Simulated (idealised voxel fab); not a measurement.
process module | voxel fin reveal
cross-section cut | 180 nm wide | cells 5 nm
A cross-section is a grid of square cells, given in bands from the top down. A band is one or more rows of cells.
Each band's line starts with the height of the band's top and of its bottom, in nm. Then come its materials from left to right, each with its width in nm. One material with "throughout" fills the band from edge to edge. "air" is empty space.
Height 0 is the level under which the wafer as received is all one material. The lowest band goes on downwards, as in "0 down".
A width such as "30 to 40" changes by the same amount from each row of cells to the next, from the band's top row to its bottom row.
"no change" after a step means that no cell of the cross-section changed.
closed voids: empty space of 8 cells or more with no open way to the top, each as width x height at its distance from the left edge, in nm
after a step's settings: what the simulator itself notes on the step
overlay nm, on a step with a mask: how far to the right of its planned place the mask lay; to the left if negative
plan
1 op RECEIVE | material Si
2 op CONFORMAL_DEP | material SiN | thk nm 10
3 op DIRECTIONAL_DEP | material aC | thk nm 10
4 op PATTERN | tone cover | mask id FINS | material resist | width nm 15 | pitch nm 35 | thk nm 30 | overlay nm 0
5 op DIRECTIONAL_ETCH | etch materials aC | depth nm 10
6 op STRIP | etch materials resist
7 op DIRECTIONAL_ETCH | etch materials SiN | depth nm 10
8 op DIRECTIONAL_ETCH | etch materials Si | depth nm 40
9 op STRIP | etch materials aC
10 op FILL_DEP | material SiO2 | thk nm 5
11 op CMP | height nm 10
12 op SELECTIVE_ETCH | etch materials SiO2 | depth nm 25
13 op STRIP | etch materials SiN
14 op CONFORMAL_DEP | material SiO2 | thk nm 5
first wafer, as planned
as received, after step 1
  0 down: Si throughout
  closed voids: none
after step 2
  10 to 0: SiN throughout
  below 0: unchanged
after step 3
  20 to 10: aC throughout
  below 10: unchanged
after step 4
  50 to 20: air 45 | resist 15 | air 20 | resist 15 | air 20 | resist 15 | air 50
  below 20: unchanged
after step 5
  40 to 20: air 45 | resist 15 | air 20 | resist 15 | air 20 | resist 15 | air 50
  20 to 10: air 45 | aC 15 | air 20 | aC 15 | air 20 | aC 15 | air 50
  below 10: unchanged
after step 6
  20 to 10: air 45 | aC 15 | air 20 | aC 15 | air 20 | aC 15 | air 50
  below 10: unchanged
after step 7
  20 to 10: air 45 | aC 15 | air 20 | aC 15 | air 20 | aC 15 | air 50
  10 to 0: air 45 | SiN 15 | air 20 | SiN 15 | air 20 | SiN 15 | air 50
  below 0: unchanged
after step 8
  20 to 10: air 45 | aC 15 | air 20 | aC 15 | air 20 | aC 15 | air 50
  10 to 0: air 45 | SiN 15 | air 20 | SiN 15 | air 20 | SiN 15 | air 50
  0 to -40: air 45 | Si 15 | air 20 | Si 15 | air 20 | Si 15 | air 50
  below -40: unchanged
after step 9
  10 to 0: air 45 | SiN 15 | air 20 | SiN 15 | air 20 | SiN 15 | air 50
  below 0: unchanged
after step 10
  15 to 10: SiO2 throughout
  10 to 0: SiO2 45 | SiN 15 | SiO2 20 | SiN 15 | SiO2 20 | SiN 15 | SiO2 50
  0 to -40: SiO2 45 | Si 15 | SiO2 20 | Si 15 | SiO2 20 | Si 15 | SiO2 50
  below -40: unchanged
after step 11
  10 to 0: SiO2 45 | SiN 15 | SiO2 20 | SiN 15 | SiO2 20 | SiN 15 | SiO2 50
  below 0: unchanged
after step 12
  10 to 0: air 45 | SiN 15 | air 20 | SiN 15 | air 20 | SiN 15 | air 50
  0 to -15: air 45 | Si 15 | air 20 | Si 15 | air 20 | Si 15 | air 50
  below -15: unchanged
after step 13
  0 to -15: air 45 | Si 15 | air 20 | Si 15 | air 20 | Si 15 | air 50
  below -15: unchanged
after step 14
  5 to 0: air 40 | SiO2 25 | air 10 | SiO2 25 | air 10 | SiO2 25 | air 45
  0 to -10: air 40 | SiO2 5 | Si 15 | SiO2 5 | air 10 | SiO2 5 | Si 15 | SiO2 5 | air 10 | SiO2 5 | Si 15 | SiO2 5 | air 45
  -10 to -40: SiO2 45 | Si 15 | SiO2 20 | Si 15 | SiO2 20 | Si 15 | SiO2 50
  below -40: unchanged
second wafer: like start, like plan, one mistake. Through step 3 it matches the first wafer
when step 4 should have ended
  50 to 20: resist 45 | air 15 | resist 20 | air 15 | resist 20 | air 15 | resist 50
  below 20: unchanged
when step 5 should have ended
  40 to 20: resist 45 | air 15 | resist 20 | air 15 | resist 20 | air 15 | resist 50
  20 to 10: aC 45 | air 15 | aC 20 | air 15 | aC 20 | air 15 | aC 50
  below 10: unchanged
when step 6 should have ended
  20 to 10: aC 45 | air 15 | aC 20 | air 15 | aC 20 | air 15 | aC 50
  below 10: unchanged
when step 7 should have ended
  20 to 10: aC 45 | air 15 | aC 20 | air 15 | aC 20 | air 15 | aC 50
  10 to 0: SiN 45 | air 15 | SiN 20 | air 15 | SiN 20 | air 15 | SiN 50
  below 0: unchanged
when step 8 should have ended
  20 to 10: aC 45 | air 15 | aC 20 | air 15 | aC 20 | air 15 | aC 50
  10 to 0: SiN 45 | air 15 | SiN 20 | air 15 | SiN 20 | air 15 | SiN 50
  0 to -40: Si 45 | air 15 | Si 20 | air 15 | Si 20 | air 15 | Si 50
  below -40: unchanged
when step 9 should have ended
  10 to 0: SiN 45 | air 15 | SiN 20 | air 15 | SiN 20 | air 15 | SiN 50
  below 0: unchanged
when step 10 should have ended
  15 to 10: SiO2 throughout
  10 to 0: SiN 45 | SiO2 15 | SiN 20 | SiO2 15 | SiN 20 | SiO2 15 | SiN 50
  0 to -40: Si 45 | SiO2 15 | Si 20 | SiO2 15 | Si 20 | SiO2 15 | Si 50
  below -40: unchanged
when step 11 should have ended
  10 to 0: SiN 45 | SiO2 15 | SiN 20 | SiO2 15 | SiN 20 | SiO2 15 | SiN 50
  below 0: unchanged
when step 12 should have ended
  10 to 0: SiN 45 | air 15 | SiN 20 | air 15 | SiN 20 | air 15 | SiN 50
  0 to -15: Si 45 | air 15 | Si 20 | air 15 | Si 20 | air 15 | Si 50
  below -15: unchanged
when step 13 should have ended
  0 to -15: Si 45 | air 15 | Si 20 | air 15 | Si 20 | air 15 | Si 50
  below -15: unchanged
when step 14 should have ended
  5 to 0: SiO2 50 | air 5 | SiO2 30 | air 5 | SiO2 30 | air 5 | SiO2 55
  0 to -10: Si 45 | SiO2 5 | air 5 | SiO2 5 | Si 20 | SiO2 5 | air 5 | SiO2 5 | Si 20 | SiO2 5 | air 5 | SiO2 5 | Si 50
  -10 to -40: Si 45 | SiO2 15 | Si 20 | SiO2 15 | Si 20 | SiO2 15 | Si 50
  below -40: unchanged
what went wrong: step 4 ran as: op PATTERN | tone open | mask id FINS | material resist | width nm 15 | pitch nm 35 | thk nm 30 | overlay nm 0
at the end the second wafer has, in cells: 144 more of Si | 90 fewer of SiO2
